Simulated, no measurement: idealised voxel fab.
Process module in this document: voxel transistor to metal
Each square cell in cross-section cut measures 5 nm, and the section as a whole is 150 nm wide.
Cross-section format: a grid of square cells, given as bands from top to bottom; each band is one or more rows of cells. The entry gives the band's vertical extent as a top height and a bottom height in nm, then its horizontal make-up as materials from left to right, each with a width in nm. "blank" stands for empty space; a single material marked "edge to edge" fills the band edge to edge. Heights are measured from 0, the level below which the as-received wafer is all one material; the lowest band has no bottom and continues downward, written as in "0 nm and below". It should be noted that a width expressed as "30..40" varies in equal increments from row to row of cells within the band, taking the value of the first number at the top row and that of the second number at the bottom row. You'll sometimes find "same as before" written for a step, and that's the way of saying that nowhere in the cross-section did a cell change during that step. Each empty space that has no open way to the top and spans at least 8 cells appears under "Voids lacking openings" as width x height at distance, the distance counted from the left edge, all in nm. On each step's line, the part that comes after the settings is the simulator's own comment on the step. "overlay nm" denotes, for a step that has a mask, the displacement of the mask to the right of its planned place, with negative values corresponding to the left.
Listed below are the process steps as planned
step 1: RECEIVE | material Si
step 2: OXIDIZE | depth nm 5
step 3: CONFORMAL_DEP | material SiN | thk nm 15
step 4: DIRECTIONAL_DEP | material aC | thk nm 10
step 5: PATTERN | tone cover | mask id ACTIVE | material resist | width nm 105 | thk nm 25 | overlay nm 0
step 6: DIRECTIONAL_ETCH | etch materials aC | depth nm 10
step 7: STRIP | etch materials resist
step 8: DIRECTIONAL_ETCH | etch materials SiN | depth nm 15
step 9: DIRECTIONAL_ETCH | etch materials SiO2 | depth nm 5
step 10: DIRECTIONAL_ETCH | etch materials Si | depth nm 30
step 11: STRIP | etch materials aC
step 12: FILL_DEP | material SiO2 | thk nm 10
step 13: CMP | height nm 15
step 14: SELECTIVE_ETCH | etch materials SiO2 | depth nm 15
step 15: STRIP | etch materials SiN
step 16: SELECTIVE_ETCH | etch materials SiO2 | depth nm 5
step 17: OXIDIZE | depth nm 5
step 18: DIRECTIONAL_DEP | material polySi | thk nm 30
step 19: DIRECTIONAL_DEP | material SiCN | thk nm 15
step 20: DIRECTIONAL_DEP | material aC | thk nm 10
step 21: PATTERN | tone cover | mask id GATE | material resist | width nm 25 | thk nm 25 | overlay nm 0
step 22: DIRECTIONAL_ETCH | etch materials aC | depth nm 10
step 23: STRIP | etch materials resist
step 24: DIRECTIONAL_ETCH | etch materials SiCN | depth nm 25
step 25: DIRECTIONAL_ETCH | etch materials polySi | depth nm 40
step 26: STRIP | etch materials aC
step 27: CONFORMAL_DEP | material SiN | thk nm 10
step 28: DIRECTIONAL_ETCH | etch materials SiN | depth nm 10
step 29: DIRECTIONAL_ETCH | etch materials SiO2 | depth nm 5
step 30: DIRECTIONAL_ETCH | etch materials Si | depth nm 10
step 31: EPI | material pSi | thk nm 10
step 32: FILL_DEP | material SiO2 | thk nm 5
step 33: CMP | height nm 25
step 34: STRIP | etch materials polySi
step 35: SELECTIVE_ETCH | etch materials SiO2 | depth nm 5
step 36: CONFORMAL_DEP | material HfO2 | thk nm 5
step 37: CONFORMAL_DEP | material TiN | thk nm 5
step 38: FILL_DEP | material W | thk nm 5
step 39: CMP | height nm 20
step 40: DIRECTIONAL_DEP | material SiO2 | thk nm 15
step 41: MASKED_ETCH | tone open | mask id CONTACT | width nm 20 | pitch nm 75 | etch materials SiO2 | depth nm 45 | overlay nm 0
step 42: CONFORMAL_DEP | material TiN | thk nm 5
step 43: FILL_DEP | material W | thk nm 5
step 44: CMP | height nm 35
step 45: DIRECTIONAL_DEP | material TiN | thk nm 5
step 46: DIRECTIONAL_DEP | material W | thk nm 20
step 47: MASKED_ETCH | tone cover | mask id METAL_1 | width nm 20 | pitch nm 75 | etch materials W | depth nm 20 | overlay nm 0
step 48: MASKED_ETCH | tone cover | mask id METAL_1 | width nm 20 | pitch nm 75 | etch materials TiN | depth nm 5 | overlay nm 0
step 49: CONFORMAL_DEP | material SiCN | thk nm 5
step 50: FILL_DEP | material SiO2 | thk nm 5
step 51: CMP | height nm 60
step 52: CONFORMAL_DEP | material SiCN | thk nm 5
Here's what the wafer looked like in cross-section when it arrived - that's after step 1
  0 nm and below  Si edge to edge
  Voids lacking openings: none
End-of-module cross-section. Starting structure and process plan as above; one mistake made in running it
  65 nm to 60 nm  SiCN edge to edge
  60 nm to 40 nm  SiO2 20 / SiCN 5 / W 20 / SiCN 5 / SiO2 45 / SiCN 5 / W 20 / SiCN 5 / SiO2 25
  40 nm to 35 nm  SiCN 25 / TiN 20 / SiCN 55 / TiN 20 / SiCN 30
  35 nm to 20 nm  SiO2 25 / TiN 5 / aC 10 / TiN 5 / SiO2 55 / TiN 5 / aC 10 / TiN 5 / SiO2 30
  20 nm to 5 nm  SiO2 25 / TiN 5 / aC 10 / TiN 5 / SiO2 5 / SiN 10 / HfO2 5 / TiN 5 / W 5 / TiN 5 / HfO2 5 / SiN 10 / SiO2 5 / TiN 5 / aC 10 / TiN 5 / SiO2 30
  5 nm to 0 nm  SiO2 25 / TiN 5 / aC 5 / TiN 10 / SiO2 5 / SiN 10 / HfO2 5 / TiN 5 / W 5 / TiN 5 / HfO2 5 / SiN 10 / SiO2 5 / TiN 10 / aC 5 / TiN 5 / SiO2 30
  0 nm to -5 nm  SiO2 25 / TiN 5 / aC 5 / TiN 5 / pSi 10 / SiN 10 / HfO2 5 / TiN 15 / HfO2 5 / SiN 10 / pSi 10 / TiN 5 / aC 5 / TiN 5 / SiO2 30
  -5 nm to -10 nm  SiO2 25 / TiN 15 / pSi 10 / SiO2 5 / HfO2 35 / SiO2 5 / pSi 10 / TiN 15 / SiO2 30
  -10 nm to -20 nm  SiO2 20 / pSi 30 / Si 45 / pSi 30 / SiO2 25
  -20 nm to -35 nm  SiO2 20 / Si 105 / SiO2 25
  -35 nm and below  Si edge to edge
  Voids lacking openings: none
What went wrong in running the wafer? step 43 ran as: FILL_DEP | material aC | thk nm 5
